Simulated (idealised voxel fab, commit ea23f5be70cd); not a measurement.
The following process module bears the name voxel air gaps.
240 nm wide, 5 nm square cells: that's cross-section cut.
This document writes a cross-section as a grid whose cells are square, and gives it as bands, listed from the top down; one or more rows of cells form a band.
Quick guide to a band line: top height, bottom height (nm) up front; then every material left to right with its width in nm. Only one material and it's marked "all across"? Then it fills the band edge to edge. And "air" just means empty space.
Where do heights start? At 0: under that level the wafer as delivered is made of one material only. And the lowest band has no floor; it just carries on downward, as in "0..down".
A width such as "30..40" changes by the same amount from each row of cells to the next, from the band's top row to its bottom row.
For the purposes of this document, the phrase "all unchanged" attached to a step denotes that no cell within the cross-section was modified by that step.
The entry "Closed void register" lists the empty spaces that cover at least 8 cells and have no open path to the top. Each is written as width x height at distance, where the distance is measured from the left edge and all three values are in nm.
Step line, after settings: the simulator's comment on this step.
A step line may carry the setting "overlay nm", which, for steps involving a mask, states the distance by which the mask lay to the right of its intended position; negative values denote displacement to the left.

-- The following list gives the planned process steps
1) RECEIVE (material Si)
2) CONFORMAL_DEP (material SiO2; thk nm 10)
3) CONFORMAL_DEP (material SiCN; thk nm 5)
4) DIRECTIONAL_DEP (material SiO2; thk nm 40)
5) MASKED_ETCH (tone open; mask id LINES; width nm 15; pitch nm 45; etch materials SiO2; depth nm 40; overlay nm 0)
6) CONFORMAL_DEP (material TiN; thk nm 5)
7) FILL_DEP (material Cu; thk nm 10)
8) CMP (height nm 55)
9) EPI (material Ru; thk nm 10)
10) SELECTIVE_ETCH (etch materials SiO2; depth nm 50)
11) CONFORMAL_DEP (material SiCN; thk nm 5)

-- Run as planned: first of two wafers

-- So this is the incoming wafer in cross-section - it's already been through step 1
    0..down | Si all across
    Closed void register: none

-- You're looking at a cross-section of the wafer after step 2
    10..0 | SiO2 all across
    Below a height of 0, the structure has not been altered.

-- You're looking at a cross-section of the wafer after step 3
    15..10 | SiCN all across
    Below a height of 10, the structure has not been altered.

-- You're looking at a cross-section of the wafer after step 4
    55..15 | SiO2 all across
    Below a height of 15, the structure has not been altered.

-- You're looking at a cross-section of the wafer after step 5
    55..15 | SiO2 (45); air (15); SiO2 (30); air (15); SiO2 (30); air (15); SiO2 (30); air (15); SiO2 (45)
    Below a height of 15, the structure has not been altered.

-- You're looking at a cross-section of the wafer after step 6
    60..55 | TiN (50); air (5); TiN (40); air (5); TiN (40); air (5); TiN (40); air (5); TiN (50)
    55..20 | SiO2 (45); TiN (5); air (5); TiN (5); SiO2 (30); TiN (5); air (5); TiN (5); SiO2 (30); TiN (5); air (5); TiN (5); SiO2 (30); TiN (5); air (5); TiN (5); SiO2 (45)
    20..15 | SiO2 (45); TiN (15); SiO2 (30); TiN (15); SiO2 (30); TiN (15); SiO2 (30); TiN (15); SiO2 (45)
    Below a height of 15, the structure has not been altered.

-- You're looking at a cross-section of the wafer after step 7
    70..60 | Cu all across
    60..55 | TiN (50); Cu (5); TiN (40); Cu (5); TiN (40); Cu (5); TiN (40); Cu (5); TiN (50)
    55..20 | SiO2 (45); TiN (5); Cu (5); TiN (5); SiO2 (30); TiN (5); Cu (5); TiN (5); SiO2 (30); TiN (5); Cu (5); TiN (5); SiO2 (30); TiN (5); Cu (5); TiN (5); SiO2 (45)
    Below a height of 20, the structure has not been altered.

-- You're looking at a cross-section of the wafer after step 8
    55..20 | SiO2 (45); TiN (5); Cu (5); TiN (5); SiO2 (30); TiN (5); Cu (5); TiN (5); SiO2 (30); TiN (5); Cu (5); TiN (5); SiO2 (30); TiN (5); Cu (5); TiN (5); SiO2 (45)
    Below a height of 20, the structure has not been altered.

-- You're looking at a cross-section of the wafer after step 9
    65..55 | air (35); Ru (35); air (10); Ru (35); air (10); Ru (35); air (10); Ru (35); air (35)
    Below a height of 55, the structure has not been altered.

-- You're looking at a cross-section of the wafer after step 10
    65..55 | air (35); Ru (35); air (10); Ru (35); air (10); Ru (35); air (10); Ru (35); air (35)
    55..20 | air (45); TiN (5); Cu (5); TiN (5); air (30); TiN (5); Cu (5); TiN (5); air (30); TiN (5); Cu (5); TiN (5); air (30); TiN (5); Cu (5); TiN (5); air (45)
    20..15 | air (45); TiN (15); air (30); TiN (15); air (30); TiN (15); air (30); TiN (15); air (45)
    Below a height of 15, the structure has not been altered.

-- You're looking at a cross-section of the wafer after step 11
    70..65 | air (30); SiCN (180); air (30)
    65..55 | air (30); SiCN (5); Ru (35); SiCN (10); Ru (35); SiCN (10); Ru (35); SiCN (10); Ru (35); SiCN (5); air (30)
    55..50 | air (30); SiCN (15); TiN (5); Cu (5); TiN (5); SiCN (30); TiN (5); Cu (5); TiN (5); SiCN (30); TiN (5); Cu (5); TiN (5); SiCN (30); TiN (5); Cu (5); TiN (5); SiCN (15); air (30)
    50..20 | air (40); SiCN (5); TiN (5); Cu (5); TiN (5); SiCN (5); air (20); SiCN (5); TiN (5); Cu (5); TiN (5); SiCN (5); air (20); SiCN (5); TiN (5); Cu (5); TiN (5); SiCN (5); air (20); SiCN (5); TiN (5); Cu (5); TiN (5); SiCN (5); air (40)
    20..15 | SiCN (45); TiN (15); SiCN (30); TiN (15); SiCN (30); TiN (15); SiCN (30); TiN (15); SiCN (45)
    Below a height of 15, the structure has not been altered.
    Closed void register: 20 x 30 at 65; 20 x 30 at 110; 20 x 30 at 155

-- Wafer two. Identical start, identical plan. One mistake in execution. Identical history through step 8

-- Planned end of step 9: second wafer, cross-section
    55..20 | air (45); TiN (5); Cu (5); TiN (5); air (30); TiN (5); Cu (5); TiN (5); air (30); TiN (5); Cu (5); TiN (5); air (30); TiN (5); Cu (5); TiN (5); air (45)
    20..15 | air (45); TiN (15); air (30); TiN (15); air (30); TiN (15); air (30); TiN (15); air (45)
    Below a height of 15, the structure has not been altered.

-- Planned end of step 10: second wafer, cross-section
    65..55 | air (35); Ru (35); air (10); Ru (35); air (10); Ru (35); air (10); Ru (35); air (35)
    55..20 | air (35); Ru (10); TiN (5); Cu (5); TiN (5); Ru (10); air (10); Ru (10); TiN (5); Cu (5); TiN (5); Ru (10); air (10); Ru (10); TiN (5); Cu (5); TiN (5); Ru (10); air (10); Ru (10); TiN (5); Cu (5); TiN (5); Ru (10); air (35)
    20..15 | air (35); Ru (10); TiN (15); Ru (10); air (10); Ru (10); TiN (15); Ru (10); air (10); Ru (10); TiN (15); Ru (10); air (10); Ru (10); TiN (15); Ru (10); air (35)
    Below a height of 15, the structure has not been altered.

-- Planned end of step 11: second wafer, cross-section
    70..65 | air (30); SiCN (180); air (30)
    65..55 | air (30); SiCN (5); Ru (35); SiCN (10); Ru (35); SiCN (10); Ru (35); SiCN (10); Ru (35); SiCN (5); air (30)
    55..20 | air (30); SiCN (5); Ru (10); TiN (5); Cu (5); TiN (5); Ru (10); SiCN (10); Ru (10); TiN (5); Cu (5); TiN (5); Ru (10); SiCN (10); Ru (10); TiN (5); Cu (5); TiN (5); Ru (10); SiCN (10); Ru (10); TiN (5); Cu (5); TiN (5); Ru (10); SiCN (5); air (30)
    20..15 | SiCN (35); Ru (10); TiN (15); Ru (10); SiCN (10); Ru (10); TiN (15); Ru (10); SiCN (10); Ru (10); TiN (15); Ru (10); SiCN (10); Ru (10); TiN (15); Ru (10); SiCN (35)
    Below a height of 15, the structure has not been altered.
Plan not followed: plan steps 9 and 10 run swapped
The closing comparison, in cells, has the second wafer with more or fewer of some materials than the first: +128 Ru; -32 SiCN
Final closed voids: first wafer 3, second wafer 0.
